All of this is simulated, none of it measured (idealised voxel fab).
Title: Process Module voxel plated lines
We display cut, a cross-section 225 nm in width whose square cells are each 5 nm.
Bands, listed from the top down, are how a cross-section gets written in this document; the cross-section itself is a grid of square cells, and a band is one or more rows of them.
The entry gives the band's vertical extent as a top height and a bottom height in nm, then its horizontal make-up as materials from left to right, each with a width in nm. "empty" stands for empty space; a single material marked "edge to edge" fills the band edge to edge.
Heads up on the height convention: 0 is the point under which the incoming wafer is all one material, and the lowest band has no bottom, it just keeps going down, like "z 0 and below".
Think of "30 to 40" as a width that walks from the first number to the second as you go down the band, top row to bottom row, taking equal-sized steps from row to row.
Any step labelled "nothing was modified" changed none of the cells in the cross-section.
The label "Trapped void list" introduces a list of the empty spaces, 8 cells or larger, that have no open way up to the top; each entry in it reads width x height at distance, where the distance is taken from the left edge and all three are stated in nm.
Heads up: the bit after the settings on a step's line is the simulator's remark on that step.
overlay nm: mask offset rightward from planned place, masked step; negative means leftward offset.

## Steps planned for the process
1,RECEIVE | material Si
2,CONFORMAL_DEP | material Al2O3 | thk nm 5
3,DIRECTIONAL_DEP | material TiN | thk nm 5
4,PATTERN | tone open | mask id LINES | material resist | width nm 20 | pitch nm 35 | thk nm 40 | overlay nm 0
5,EPI | material Ru | thk nm 5
6,EPI | material Ru | thk nm 10
7,EPI | material Ru | thk nm 5
8,STRIP | etch materials resist
9,DIRECTIONAL_ETCH | etch materials TiN | depth nm 5
10,CONFORMAL_DEP | material SiN | thk nm 5

## As-received wafer cross-section (after step 1)
> z 0 and below  Si edge to edge
> Trapped void list: none

## Post-module cross-section of the first of two wafers (run per plan)
> z 35 to 30  45 nm empty | 30 nm SiN | 5 nm empty | 30 nm SiN | 5 nm empty | 30 nm SiN | 5 nm empty | 30 nm SiN | 45 nm empty
> z 30 to 10  45 nm empty | 5 nm SiN | 20 nm Ru | 5 nm SiN | 5 nm empty | 5 nm SiN | 20 nm Ru | 5 nm SiN | 5 nm empty | 5 nm SiN | 20 nm Ru | 5 nm SiN | 5 nm empty | 5 nm SiN | 20 nm Ru | 5 nm SiN | 45 nm empty
> z 10 to 5  50 nm SiN | 20 nm TiN | 15 nm SiN | 20 nm TiN | 15 nm SiN | 20 nm TiN | 15 nm SiN | 20 nm TiN | 50 nm SiN
> z 5 to 0  Al2O3 edge to edge
> z 0 and below  Si edge to edge
> Trapped void list: none

## Here's the second of our two wafers sectioned at module end. Same start as the first, same plan, but one mistake got made running it
> z 35 to 30  50 nm empty | 25 nm SiN | 10 nm empty | 25 nm SiN | 10 nm empty | 25 nm SiN | 10 nm empty | 25 nm SiN | 45 nm empty
> z 30 to 10  50 nm empty | 5 nm SiN | 15 nm Ru | 5 nm SiN | 10 nm empty | 5 nm SiN | 15 nm Ru | 5 nm SiN | 10 nm empty | 5 nm SiN | 15 nm Ru | 5 nm SiN | 10 nm empty | 5 nm SiN | 15 nm Ru | 5 nm SiN | 45 nm empty
> z 10 to 5  55 nm SiN | 15 nm TiN | 20 nm SiN | 15 nm TiN | 20 nm SiN | 15 nm TiN | 20 nm SiN | 15 nm TiN | 50 nm SiN
> z 5 to 0  Al2O3 edge to edge
> z 0 and below  Si edge to edge
> Trapped void list: none
Against the plan, the run slipped here: not per plan at step 4, really ran PATTERN | tone open | mask id LINES | material resist | width nm 15 | pitch nm 35 | thk nm 40 | overlay nm 0
Final difference in cells, second wafer against first, listed per material as more or fewer: 16 fewer of Ru, 4 fewer of TiN
